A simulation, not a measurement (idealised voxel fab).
process module | voxel wiring stack
In the cross-section labelled cut, the width is 215 nm and each square cell is 5 nm.
A cross-section is written here as square cells arranged in a grid, and it is given in bands from the top down, each band taking up one or more rows of cells. Band entry format. Leading values: height of top, height of bottom, nm. Remainder: materials in left-to-right order, each with its width in nm. Special words: "everywhere" on a single material, which then fills the band edge to edge; "air", empty space. Height 0 is the level under which the wafer as received is all one material. The lowest band goes on downwards, as in "0 -> down". You'd read "30..40" like this: the band's top row of cells is as wide as the first number, its bottom row is as wide as the second, and going down, every row changes width by the same amount as the row before did. It should be understood that the words "no change occurred", when stated for a given step, signify that the cross-section underwent no change in any of its cells during that step. Sealed cavities: empty space of 8 cells or more with no open way to the top, each as width x height at its distance from the left edge, in nm. after a step's settings: what the simulator itself notes on the step. overlay nm: how far to the right of its planned place the mask lay on this masked step (negative: to the left).
-- Set out below are the planned steps of the process
1,RECEIVE: material Si
2,CONFORMAL_DEP: material SiO2, thk nm 10
3,CONFORMAL_DEP: material SiN, thk nm 5
4,DIRECTIONAL_DEP: material SiO2, thk nm 20
5,PATTERN: tone open, mask id METAL_1, material resist, width nm 30, pitch nm 50, thk nm 15, overlay nm 0
6,DIRECTIONAL_ETCH: etch materials SiO2, depth nm 20
7,DIRECTIONAL_ETCH: etch materials SiN, depth nm 5
8,STRIP: etch materials resist
9,CONFORMAL_DEP: material TiN, thk nm 5
10,FILL_DEP: material W, thk nm 5
11,CMP: height nm 35
12,CONFORMAL_DEP: material SiCN, thk nm 5
13,DIRECTIONAL_DEP: material SiO2, thk nm 10
14,DIRECTIONAL_DEP: material aC, thk nm 15
15,PATTERN: tone open, mask id PLUG_1, material resist, width nm 15, pitch nm 100, thk nm 35, overlay nm 0
16,DIRECTIONAL_ETCH: etch materials aC, depth nm 15
17,STRIP: etch materials resist
18,DIRECTIONAL_ETCH: etch materials SiO2, depth nm 10
19,DIRECTIONAL_ETCH: etch materials SiCN, depth nm 5
20,STRIP: etch materials aC
21,EPI: material Ru, thk nm 10
22,EPI: material Ru, thk nm 5
23,DIRECTIONAL_DEP: material TiN, thk nm 5
24,DIRECTIONAL_DEP: material Ru, thk nm 25
25,PATTERN: tone cover, mask id METAL_2, material resist, width nm 30, pitch nm 50, thk nm 15, overlay nm 0
26,DIRECTIONAL_ETCH: etch materials Ru, depth nm 25
27,DIRECTIONAL_ETCH: etch materials TiN, depth nm 5
28,STRIP: etch materials resist
29,CONFORMAL_DEP: material SiN, thk nm 5
30,FILL_DEP: material SiO2, thk nm 5
31,CMP: height nm 80
32,CONFORMAL_DEP: material SiCN, thk nm 5
33,DIRECTIONAL_DEP: material lowk, thk nm 25
34,DIRECTIONAL_DEP: material aC, thk nm 10
35,PATTERN: tone open, mask id METAL_3_HOLES, material resist, width nm 15, pitch nm 50, thk nm 30, overlay nm 0
36,DIRECTIONAL_ETCH: etch materials aC, depth nm 10
37,STRIP: etch materials resist
38,DIRECTIONAL_ETCH: etch materials lowk, depth nm 25
39,STRIP: etch materials aC
40,DIRECTIONAL_DEP: material aC, thk nm 15
41,PATTERN: tone open, mask id METAL_3, material resist, width nm 30, pitch nm 50, thk nm 35, overlay nm 0
42,DIRECTIONAL_ETCH: etch materials aC, depth nm 15
43,STRIP: etch materials resist
44,DIRECTIONAL_ETCH: etch materials lowk, depth nm 15
45,DIRECTIONAL_ETCH: etch materials SiCN, depth nm 5
46,STRIP: etch materials aC
47,CONFORMAL_DEP: material TiN, thk nm 5
48,FILL_DEP: material Cu, thk nm 10
49,CMP: height nm 110
50,CONFORMAL_DEP: material SiCN, thk nm 5
51,DIRECTIONAL_DEP: material lowk, thk nm 15
52,PATTERN: tone open, mask id PLUG_3, material resist, width nm 15, pitch nm 50, thk nm 20, overlay nm 0
53,DIRECTIONAL_ETCH: etch materials lowk, depth nm 15
54,DIRECTIONAL_ETCH: etch materials SiCN, depth nm 5
55,STRIP: etch materials resist
56,CONFORMAL_DEP: material TiN, thk nm 5
57,FILL_DEP: material Ru, thk nm 5
58,CMP: height nm 130
59,CONFORMAL_DEP: material SiCN, thk nm 5
60,DIRECTIONAL_DEP: material SiO2, thk nm 25
61,MASKED_ETCH: tone open, mask id METAL_4, width nm 30, pitch nm 50, etch materials SiO2, depth nm 25, overlay nm 0
62,MASKED_ETCH: tone open, mask id METAL_4, width nm 30, pitch nm 50, etch materials SiCN, depth nm 5, overlay nm 0
63,CONFORMAL_DEP: material TiN, thk nm 5
64,FILL_DEP: material Cu, thk nm 10
65,CMP: height nm 160
66,EPI: material Ru, thk nm 5
67,FILL_DEP: material SiCN, thk nm 5
-- Cross-section, incoming material, after step 1
0 -> down  Si everywhere
Sealed cavities: none
-- Cross-section at module end, one run error; start and plan unchanged from above
170 -> 165  SiCN everywhere
165 -> 160  SiCN: 35 | Ru: 40 | SiCN: 10 | Ru: 40 | SiCN: 10 | Ru: 40 | SiCN: 40
160 -> 135  SiO2: 40 | TiN: 5 | Cu: 20 | TiN: 5 | SiO2: 20 | TiN: 5 | Cu: 20 | TiN: 5 | SiO2: 20 | TiN: 5 | Cu: 20 | TiN: 5 | SiO2: 45
135 -> 130  SiCN: 40 | TiN: 30 | SiCN: 20 | TiN: 30 | SiCN: 20 | TiN: 30 | SiCN: 45
130 -> 115  lowk: 40 | TiN: 5 | Ru: 5 | TiN: 5 | lowk: 35 | TiN: 5 | Ru: 5 | TiN: 5 | lowk: 35 | TiN: 5 | Ru: 5 | TiN: 5 | lowk: 60
115 -> 105  SiCN: 40 | TiN: 15..30 | SiCN: 35..20 | TiN: 15..30 | SiCN: 35..20 | TiN: 15..30 | SiCN: 60..45
105 -> 80  lowk everywhere
80 -> 55  SiO2: 35 | SiN: 5 | Ru: 30 | SiN: 5 | SiO2: 10 | SiN: 5 | Ru: 30 | SiN: 5 | SiO2: 10 | SiN: 5 | Ru: 30 | SiN: 5 | SiO2: 40
55 -> 50  SiN: 40 | TiN: 30 | SiN: 20 | TiN: 30 | SiN: 20 | TiN: 30 | SiN: 45
50 -> 40  SiO2: 40 | Ru: 15 | SiO2: 85 | Ru: 15 | SiO2: 60
40 -> 35  SiCN: 40 | Ru: 15 | SiCN: 85 | Ru: 15 | SiCN: 60
35 -> 15  SiO2: 40 | TiN: 5 | W: 20 | TiN: 5 | SiO2: 20 | TiN: 5 | W: 20 | TiN: 5 | SiO2: 20 | TiN: 5 | W: 20 | TiN: 5 | SiO2: 45
15 -> 10  SiN: 40 | TiN: 30 | SiN: 20 | TiN: 30 | SiN: 20 | TiN: 30 | SiN: 45
10 -> 0  SiO2 everywhere
0 -> down  Si everywhere
Sealed cavities: none
In executing the process, a mistake was made relative to the plan: mixed up steps 32 and 33 - ran each in the other's place
